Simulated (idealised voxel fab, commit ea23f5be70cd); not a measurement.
The document below concerns the process module designated voxel capacitor over wiring.
Square cells of 5 nm make up the cross-section cut, whose width is 225 nm.
Cross-section, as written here: a square-cell grid given band by band from the top down, where a band holds one or more rows of cells.
The band entry comprises the height of the band's top followed by the height of its bottom, expressed in nm, and subsequently the band's materials from left to right, each stated together with its width in nm. Where a single material is marked with the word "full width", that material fills the band from edge to edge. The word "empty" represents empty space.
Zero point of the height axis is 0; under it, received wafer = one material. Lowest band: continues down indefinitely, "from 0 down".
When a width is written as two numbers, as in "30..40", the first number is the width in the top row of cells of the band and the second is the width in its bottom row, and the width changes by the same amount from each row to the next.
It should be understood that the words "remained unchanged", when stated for a given step, signify that the cross-section underwent no change in any of its cells during that step.
"Sealed void list" contains a list of empty spaces, each no smaller than 8 cells and without an open way to the top, written in the form width x height at distance with the distance from the left edge and all three in nm.
Whatever follows a step's settings on its line is a remark the simulator itself makes about that step.
When a step includes a mask, the "overlay nm" setting on its line states how far to the right of its planned place that mask lay, and negative values state how far to the left.

PLANNED STEP LIST FOR THE PROCESS
1 RECEIVE (material Si)
2 CONFORMAL_DEP (material SiO2; thk nm 15)
3 DIRECTIONAL_DEP (material TiN; thk nm 5)
4 DIRECTIONAL_DEP (material W; thk nm 15)
5 MASKED_ETCH (tone cover; mask id METAL_1; width nm 25; pitch nm 95; etch materials W; depth nm 15; overlay nm 0)
6 MASKED_ETCH (tone cover; mask id METAL_1; width nm 25; pitch nm 95; etch materials TiN; depth nm 5; overlay nm 0)
7 CONFORMAL_DEP (material SiCN; thk nm 5)
8 FILL_DEP (material lowk; thk nm 5)
9 CMP (height nm 35)
10 CONFORMAL_DEP (material SiCN; thk nm 5)
11 DIRECTIONAL_DEP (material lowk; thk nm 15)
12 PATTERN (tone open; mask id PLUG_1; material resist; width nm 15; thk nm 20; overlay nm 0)
13 DIRECTIONAL_ETCH (etch materials lowk; depth nm 15)
14 DIRECTIONAL_ETCH (etch materials SiCN; depth nm 5)
15 STRIP (etch materials resist)
16 CONFORMAL_DEP (material TiN; thk nm 5)
17 FILL_DEP (material Ru; thk nm 10)
18 CMP (height nm 55)
19 DIRECTIONAL_DEP (material TiN; thk nm 5)
20 DIRECTIONAL_DEP (material SiN; thk nm 5)
21 DIRECTIONAL_DEP (material TiN; thk nm 5)
22 PATTERN (tone cover; mask id UPPER_PLATE; material resist; width nm 75; thk nm 15; overlay nm 0)
23 DIRECTIONAL_ETCH (etch materials TiN; depth nm 5)
24 DIRECTIONAL_ETCH (etch materials SiN; depth nm 5)
25 STRIP (etch materials resist)
26 MASKED_ETCH (tone cover; mask id LOWER_PLATE; width nm 85; etch materials TiN; depth nm 5; overlay nm 0)
27 FILL_DEP (material SiO2; thk nm 20)
28 CMP (height nm 85)
29 MASKED_ETCH (tone open; mask id PLUG_2; width nm 15; etch materials SiO2; depth nm 15; overlay nm 0)
30 CONFORMAL_DEP (material TiN; thk nm 5)
31 FILL_DEP (material Ru; thk nm 10)
32 CMP (height nm 85)
33 CONFORMAL_DEP (material SiN; thk nm 5)

WHAT FOLLOWS COVERS THE FIRST OF TWO WAFERS; IT RAN AS PLANNED

SHOWN IN CROSS-SECTION IS THE WAFER AS RECEIVED, THAT IS, AS IT STANDS AFTER STEP 1
- from 0 down: Si full width
- Sealed void list: none

AFTER STEP 2, IN CROSS-SECTION
- from 15 to 0: SiO2 full width
- No changes below 0.

AFTER STEP 3, IN CROSS-SECTION
- from 20 to 15: TiN full width
- No changes below 15.

AFTER STEP 4, IN CROSS-SECTION
- from 35 to 20: W full width
- No changes below 20.

AFTER STEP 5, IN CROSS-SECTION
- from 35 to 20: empty 50, W 25, empty 70, W 25, empty 55
- No changes below 20.

AFTER STEP 6, IN CROSS-SECTION
- from 35 to 20: empty 50, W 25, empty 70, W 25, empty 55
- from 20 to 15: empty 50, TiN 25, empty 70, TiN 25, empty 55
- No changes below 15.

AFTER STEP 7, IN CROSS-SECTION
- from 40 to 35: empty 45, SiCN 35, empty 60, SiCN 35, empty 50
- from 35 to 20: empty 45, SiCN 5, W 25, SiCN 5, empty 60, SiCN 5, W 25, SiCN 5, empty 50
- from 20 to 15: SiCN 50, TiN 25, SiCN 70, TiN 25, SiCN 55
- No changes below 15.

AFTER STEP 8, IN CROSS-SECTION
- from 45 to 40: lowk full width
- from 40 to 35: lowk 45, SiCN 35, lowk 60, SiCN 35, lowk 50
- from 35 to 20: lowk 45, SiCN 5, W 25, SiCN 5, lowk 60, SiCN 5, W 25, SiCN 5, lowk 50
- No changes below 20.

AFTER STEP 9, IN CROSS-SECTION
- from 35 to 20: lowk 45, SiCN 5, W 25, SiCN 5, lowk 60, SiCN 5, W 25, SiCN 5, lowk 50
- No changes below 20.

AFTER STEP 10, IN CROSS-SECTION
- from 40 to 35: SiCN full width
- No changes below 35.

AFTER STEP 11, IN CROSS-SECTION
- from 55 to 40: lowk full width
- No changes below 40.

AFTER STEP 12, IN CROSS-SECTION
- from 75 to 55: resist 60, empty 15, resist 150
- No changes below 55.

AFTER STEP 13, IN CROSS-SECTION
- from 75 to 55: resist 60, empty 15, resist 150
- from 55 to 40: lowk 60, empty 15, lowk 150
- No changes below 40.

AFTER STEP 14, IN CROSS-SECTION
- from 75 to 55: resist 60, empty 15, resist 150
- from 55 to 40: lowk 60, empty 15, lowk 150
- from 40 to 35: SiCN 60, empty 15, SiCN 150
- No changes below 35.

AFTER STEP 15, IN CROSS-SECTION
- from 55 to 40: lowk 60, empty 15, lowk 150
- No changes below 40.

AFTER STEP 16, IN CROSS-SECTION
- from 60 to 55: TiN 65, empty 5, TiN 155
- from 55 to 40: lowk 60, TiN 5, empty 5, TiN 5, lowk 150
- from 40 to 35: SiCN 60, TiN 15, SiCN 150
- No changes below 35.

AFTER STEP 17, IN CROSS-SECTION
- from 70 to 60: Ru full width
- from 60 to 55: TiN 65, Ru 5, TiN 155
- from 55 to 40: lowk 60, TiN 5, Ru 5, TiN 5, lowk 150
- No changes below 40.

AFTER STEP 18, IN CROSS-SECTION
- from 55 to 40: lowk 60, TiN 5, Ru 5, TiN 5, lowk 150
- No changes below 40.

AFTER STEP 19, IN CROSS-SECTION
- from 60 to 55: TiN full width
- No changes below 55.

AFTER STEP 20, IN CROSS-SECTION
- from 65 to 60: SiN full width
- No changes below 60.

AFTER STEP 21, IN CROSS-SECTION
- from 70 to 65: TiN full width
- No changes below 65.

AFTER STEP 22, IN CROSS-SECTION
- from 85 to 70: empty 60, resist 75, empty 90
- No changes below 70.

AFTER STEP 23, IN CROSS-SECTION
- from 85 to 70: empty 60, resist 75, empty 90
- from 70 to 65: empty 60, TiN 75, empty 90
- No changes below 65.

AFTER STEP 24, IN CROSS-SECTION
- from 85 to 70: empty 60, resist 75, empty 90
- from 70 to 65: empty 60, TiN 75, empty 90
- from 65 to 60: empty 60, SiN 75, empty 90
- No changes below 60.

AFTER STEP 25, IN CROSS-SECTION
- from 70 to 65: empty 60, TiN 75, empty 90
- No changes below 65.

AFTER STEP 26, IN CROSS-SECTION
- from 70 to 65: empty 60, TiN 75, empty 90
- from 65 to 60: empty 60, SiN 75, empty 90
- from 60 to 55: empty 55, TiN 85, empty 85
- No changes below 55.

AFTER STEP 27, IN CROSS-SECTION
- from 90 to 70: SiO2 full width
- from 70 to 65: SiO2 60, TiN 75, SiO2 90
- from 65 to 60: SiO2 60, SiN 75, SiO2 90
- from 60 to 55: SiO2 55, TiN 85, SiO2 85
- No changes below 55.

AFTER STEP 28, IN CROSS-SECTION
- from 85 to 70: SiO2 full width
- No changes below 70.

AFTER STEP 29, IN CROSS-SECTION
- from 85 to 70: SiO2 70, empty 15, SiO2 140
- No changes below 70.

AFTER STEP 30, IN CROSS-SECTION
- from 90 to 85: TiN 75, empty 5, TiN 145
- from 85 to 75: SiO2 70, TiN 5, empty 5, TiN 5, SiO2 140
- from 75 to 65: SiO2 70..60, TiN 15..75, SiO2 140..90
- No changes below 65.

AFTER STEP 31, IN CROSS-SECTION
- from 100 to 90: Ru full width
- from 90 to 85: TiN 75, Ru 5, TiN 145
- from 85 to 75: SiO2 70, TiN 5, Ru 5, TiN 5, SiO2 140
- No changes below 75.

AFTER STEP 32, IN CROSS-SECTION
- from 85 to 75: SiO2 70, TiN 5, Ru 5, TiN 5, SiO2 140
- No changes below 75.

AFTER STEP 33, IN CROSS-SECTION
- from 90 to 85: SiN full width
- No changes below 85.

SECOND WAFER: LIKE START, LIKE PLAN, ONE MISTAKE. THROUGH STEP 5 IT MATCHES THE FIRST WAFER

WHAT THE SECOND WAFER LOOKS LIKE IN CROSS-SECTION WHEN STEP 6 SHOULD HAVE WRAPPED UP
- from 35 to 20: empty 50, W 25, empty 70, W 25, empty 55
- from 20 to 15: empty 45, TiN 30, empty 65, TiN 30, empty 55
- No changes below 15.

WHAT THE SECOND WAFER LOOKS LIKE IN CROSS-SECTION WHEN STEP 7 SHOULD HAVE WRAPPED UP
- from 40 to 35: empty 45, SiCN 35, empty 60, SiCN 35, empty 50
- from 35 to 25: empty 45, SiCN 5, W 25, SiCN 5, empty 60, SiCN 5, W 25, SiCN 5, empty 50
- from 25 to 20: empty 40, SiCN 10, W 25, SiCN 5, empty 55, SiCN 10, W 25, SiCN 5, empty 50
- from 20 to 15: SiCN 45, TiN 30, SiCN 65, TiN 30, SiCN 55
- No changes below 15.

WHAT THE SECOND WAFER LOOKS LIKE IN CROSS-SECTION WHEN STEP 8 SHOULD HAVE WRAPPED UP
- from 45 to 40: lowk full width
- from 40 to 35: lowk 45, SiCN 35, lowk 60, SiCN 35, lowk 50
- from 35 to 25: lowk 45, SiCN 5, W 25, SiCN 5, lowk 60, SiCN 5, W 25, SiCN 5, lowk 50
- from 25 to 20: lowk 40, SiCN 10, W 25, SiCN 5, lowk 55, SiCN 10, W 25, SiCN 5, lowk 50
- No changes below 20.

WHAT THE SECOND WAFER LOOKS LIKE IN CROSS-SECTION WHEN STEP 9 SHOULD HAVE WRAPPED UP
- from 35 to 25: lowk 45, SiCN 5, W 25, SiCN 5, lowk 60, SiCN 5, W 25, SiCN 5, lowk 50
- No changes below 25.

WHAT THE SECOND WAFER LOOKS LIKE IN CROSS-SECTION WHEN STEP 10 SHOULD HAVE WRAPPED UP
- from 40 to 35: SiCN full width
- No changes below 35.

WHAT THE SECOND WAFER LOOKS LIKE IN CROSS-SECTION WHEN STEP 11 SHOULD HAVE WRAPPED UP
- from 55 to 40: lowk full width
- No changes below 40.

WHAT THE SECOND WAFER LOOKS LIKE IN CROSS-SECTION WHEN STEP 12 SHOULD HAVE WRAPPED UP
- from 75 to 55: resist 60, empty 15, resist 150
- No changes below 55.

WHAT THE SECOND WAFER LOOKS LIKE IN CROSS-SECTION WHEN STEP 13 SHOULD HAVE WRAPPED UP
- from 75 to 55: resist 60, empty 15, resist 150
- from 55 to 40: lowk 60, empty 15, lowk 150
- No changes below 40.

WHAT THE SECOND WAFER LOOKS LIKE IN CROSS-SECTION WHEN STEP 14 SHOULD HAVE WRAPPED UP
- from 75 to 55: resist 60, empty 15, resist 150
- from 55 to 40: lowk 60, empty 15, lowk 150
- from 40 to 35: SiCN 60, empty 15, SiCN 150
- No changes below 35.

WHAT THE SECOND WAFER LOOKS LIKE IN CROSS-SECTION WHEN STEP 15 SHOULD HAVE WRAPPED UP
- from 55 to 40: lowk 60, empty 15, lowk 150
- No changes below 40.

WHAT THE SECOND WAFER LOOKS LIKE IN CROSS-SECTION WHEN STEP 16 SHOULD HAVE WRAPPED UP
- from 60 to 55: TiN 65, empty 5, TiN 155
- from 55 to 40: lowk 60, TiN 5, empty 5, TiN 5, lowk 150
- from 40 to 35: SiCN 60, TiN 15, SiCN 150
- No changes below 35.

WHAT THE SECOND WAFER LOOKS LIKE IN CROSS-SECTION WHEN STEP 17 SHOULD HAVE WRAPPED UP
- from 70 to 60: Ru full width
- from 60 to 55: TiN 65, Ru 5, TiN 155
- from 55 to 40: lowk 60, TiN 5, Ru 5, TiN 5, lowk 150
- No changes below 40.

WHAT THE SECOND WAFER LOOKS LIKE IN CROSS-SECTION WHEN STEP 18 SHOULD HAVE WRAPPED UP
- from 55 to 40: lowk 60, TiN 5, Ru 5, TiN 5, lowk 150
- No changes below 40.

WHAT THE SECOND WAFER LOOKS LIKE IN CROSS-SECTION WHEN STEP 19 SHOULD HAVE WRAPPED UP
- from 60 to 55: TiN full width
- No changes below 55.

WHAT THE SECOND WAFER LOOKS LIKE IN CROSS-SECTION WHEN STEP 20 SHOULD HAVE WRAPPED UP
- from 65 to 60: SiN full width
- No changes below 60.

WHAT THE SECOND WAFER LOOKS LIKE IN CROSS-SECTION WHEN STEP 21 SHOULD HAVE WRAPPED UP
- from 70 to 65: TiN full width
- No changes below 65.

WHAT THE SECOND WAFER LOOKS LIKE IN CROSS-SECTION WHEN STEP 22 SHOULD HAVE WRAPPED UP
- from 85 to 70: empty 60, resist 75, empty 90
- No changes below 70.

WHAT THE SECOND WAFER LOOKS LIKE IN CROSS-SECTION WHEN STEP 23 SHOULD HAVE WRAPPED UP
- from 85 to 70: empty 60, resist 75, empty 90
- from 70 to 65: empty 60, TiN 75, empty 90
- No changes below 65.

WHAT THE SECOND WAFER LOOKS LIKE IN CROSS-SECTION WHEN STEP 24 SHOULD HAVE WRAPPED UP
- from 85 to 70: empty 60, resist 75, empty 90
- from 70 to 65: empty 60, TiN 75, empty 90
- from 65 to 60: empty 60, SiN 75, empty 90
- No changes below 60.

WHAT THE SECOND WAFER LOOKS LIKE IN CROSS-SECTION WHEN STEP 25 SHOULD HAVE WRAPPED UP
- from 70 to 65: empty 60, TiN 75, empty 90
- No changes below 65.

WHAT THE SECOND WAFER LOOKS LIKE IN CROSS-SECTION WHEN STEP 26 SHOULD HAVE WRAPPED UP
- from 70 to 65: empty 60, TiN 75, empty 90
- from 65 to 60: empty 60, SiN 75, empty 90
- from 60 to 55: empty 55, TiN 85, empty 85
- No changes below 55.

WHAT THE SECOND WAFER LOOKS LIKE IN CROSS-SECTION WHEN STEP 27 SHOULD HAVE WRAPPED UP
- from 90 to 70: SiO2 full width
- from 70 to 65: SiO2 60, TiN 75, SiO2 90
- from 65 to 60: SiO2 60, SiN 75, SiO2 90
- from 60 to 55: SiO2 55, TiN 85, SiO2 85
- No changes below 55.

WHAT THE SECOND WAFER LOOKS LIKE IN CROSS-SECTION WHEN STEP 28 SHOULD HAVE WRAPPED UP
- from 85 to 70: SiO2 full width
- No changes below 70.

WHAT THE SECOND WAFER LOOKS LIKE IN CROSS-SECTION WHEN STEP 29 SHOULD HAVE WRAPPED UP
- from 85 to 70: SiO2 70, empty 15, SiO2 140
- No changes below 70.

WHAT THE SECOND WAFER LOOKS LIKE IN CROSS-SECTION WHEN STEP 30 SHOULD HAVE WRAPPED UP
- from 90 to 85: TiN 75, empty 5, TiN 145
- from 85 to 75: SiO2 70, TiN 5, empty 5, TiN 5, SiO2 140
- from 75 to 65: SiO2 70..60, TiN 15..75, SiO2 140..90
- No changes below 65.

WHAT THE SECOND WAFER LOOKS LIKE IN CROSS-SECTION WHEN STEP 31 SHOULD HAVE WRAPPED UP
- from 100 to 90: Ru full width
- from 90 to 85: TiN 75, Ru 5, TiN 145
- from 85 to 75: SiO2 70, TiN 5, Ru 5, TiN 5, SiO2 140
- No changes below 75.

WHAT THE SECOND WAFER LOOKS LIKE IN CROSS-SECTION WHEN STEP 32 SHOULD HAVE WRAPPED UP
- from 85 to 75: SiO2 70, TiN 5, Ru 5, TiN 5, SiO2 140
- No changes below 75.

WHAT THE SECOND WAFER LOOKS LIKE IN CROSS-SECTION WHEN STEP 33 SHOULD HAVE WRAPPED UP
- from 90 to 85: SiN full width
- No changes below 85.
In executing the process, a mistake was made relative to the plan: note that step 6 departed from the planned setting and was carried out as MASKED_ETCH (tone cover; mask id METAL_1; width nm 25; pitch nm 95; etch materials TiN; depth nm 5; overlay nm -5)
Final comparison by cell count, materials where the second wafer has more or fewer than the first: +2 TiN; -2 lowk
